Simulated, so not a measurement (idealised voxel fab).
Proc. module: voxel air gaps
Displayed cross-section: cut, width of 240 nm, square cells sized 5 nm.
Throughout this document, each cross-section is represented as a grid of square cells and is presented as a sequence of bands enumerated from the top downward, where a band comprises one or more rows of cells.
In this notation a band is specified by the heights of its top and bottom, in that order and in nm, after which its materials appear from left to right, each paired with its width in nm. The word "all across" attached to a single material means that material fills the band from edge to edge; the word "empty" stands for empty space.
Convention: height 0 is the level below which the wafer, as received, is all one material. The lowest band does not terminate at the bottom but continues downward, represented as "0 and below".
A width such as "30->40" changes by the same amount from each row of cells to the next, from the band's top row to its bottom row.
Take "stayed the same" at face value: in the step it is given for, the cross-section changed in none of its cells.
The label "Tabulated closed voids" introduces a list of the empty spaces, 8 cells or larger, that have no open way up to the top; each entry in it reads width x height at distance, where the distance is taken from the left edge and all three are stated in nm.
Where a step's line continues beyond its settings, the continuation is a remark by the simulator itself on that step.
overlay nm: mask offset rightward from planned place, masked step; negative means leftward offset.
[The steps planned for the process are as follows]
1) RECEIVE, material Si
2) CONFORMAL_DEP, material SiO2, thk nm 10
3) CONFORMAL_DEP, material SiCN, thk nm 5
4) DIRECTIONAL_DEP, material SiO2, thk nm 40
5) MASKED_ETCH, tone open, mask id LINES, width nm 15, pitch nm 45, etch materials SiO2, depth nm 40, overlay nm 0
6) CONFORMAL_DEP, material TiN, thk nm 5
7) FILL_DEP, material Cu, thk nm 10
8) CMP, height nm 55
9) EPI, material Ru, thk nm 10
10) SELECTIVE_ETCH, etch materials SiO2, depth nm 50
11) CONFORMAL_DEP, material SiCN, thk nm 5
[Wafer cross-section on receipt, i.e. after step 1]
> 0 and below: Si all across
> Tabulated closed voids: none
[Sectioned view, first of two wafers, at the close of the module, processed as intended in the plan]
> 70 down to 65: empty 30 nm, then SiCN 180 nm, then empty 30 nm
> 65 down to 55: empty 30 nm, then SiCN 5 nm, then Ru 35 nm, then SiCN 10 nm, then Ru 35 nm, then SiCN 10 nm, then Ru 35 nm, then SiCN 10 nm, then Ru 35 nm, then SiCN 5 nm, then empty 30 nm
> 55 down to 50: empty 30 nm, then SiCN 15 nm, then TiN 5 nm, then Cu 5 nm, then TiN 5 nm, then SiCN 30 nm, then TiN 5 nm, then Cu 5 nm, then TiN 5 nm, then SiCN 30 nm, then TiN 5 nm, then Cu 5 nm, then TiN 5 nm, then SiCN 30 nm, then TiN 5 nm, then Cu 5 nm, then TiN 5 nm, then SiCN 15 nm, then empty 30 nm
> 50 down to 20: empty 40 nm, then SiCN 5 nm, then TiN 5 nm, then Cu 5 nm, then TiN 5 nm, then SiCN 5 nm, then empty 20 nm, then SiCN 5 nm, then TiN 5 nm, then Cu 5 nm, then TiN 5 nm, then SiCN 5 nm, then empty 20 nm, then SiCN 5 nm, then TiN 5 nm, then Cu 5 nm, then TiN 5 nm, then SiCN 5 nm, then empty 20 nm, then SiCN 5 nm, then TiN 5 nm, then Cu 5 nm, then TiN 5 nm, then SiCN 5 nm, then empty 40 nm
> 20 down to 15: SiCN 45 nm, then TiN 15 nm, then SiCN 30 nm, then TiN 15 nm, then SiCN 30 nm, then TiN 15 nm, then SiCN 30 nm, then TiN 15 nm, then SiCN 45 nm
> 15 down to 10: SiCN all across
> 10 down to 0: SiO2 all across
> 0 and below: Si all across
> Tabulated closed voids: 20 x 30 at 65; 20 x 30 at 110; 20 x 30 at 155
[Cross-section at end of module for the second wafer of two, which matched the first in starting point and plan and differed by one mistake in its processing]
> 70 down to 65: SiCN all across
> 65 down to 55: Ru all across
> 55 down to 50: Cu all across
> 50 down to 45: TiN 50 nm, then Cu 5 nm, then TiN 40 nm, then Cu 5 nm, then TiN 40 nm, then Cu 5 nm, then TiN 40 nm, then Cu 5 nm, then TiN 50 nm
> 45 down to 20: SiO2 45 nm, then TiN 5 nm, then Cu 5 nm, then TiN 5 nm, then SiO2 30 nm, then TiN 5 nm, then Cu 5 nm, then TiN 5 nm, then SiO2 30 nm, then TiN 5 nm, then Cu 5 nm, then TiN 5 nm, then SiO2 30 nm, then TiN 5 nm, then Cu 5 nm, then TiN 5 nm, then SiO2 45 nm
> 20 down to 15: SiO2 45 nm, then TiN 15 nm, then SiO2 30 nm, then TiN 15 nm, then SiO2 30 nm, then TiN 15 nm, then SiO2 30 nm, then TiN 15 nm, then SiO2 45 nm
> 15 down to 10: SiCN all across
> 10 down to 0: SiO2 all across
> 0 and below: Si all across
> Tabulated closed voids: none
Short version of what went wrong: step 4 did not happen as planned, as run it was DIRECTIONAL_DEP, material SiO2, thk nm 30
It is noted that, at the conclusion of processing, the second wafer exhibits a higher or lower cell count for certain materials relative to the first: 44 more of Cu; 40 more of Ru; 112 fewer of SiCN; 216 more of SiO2; 28 more of TiN
closed voids at the end (first wafer, second wafer): 3, 0
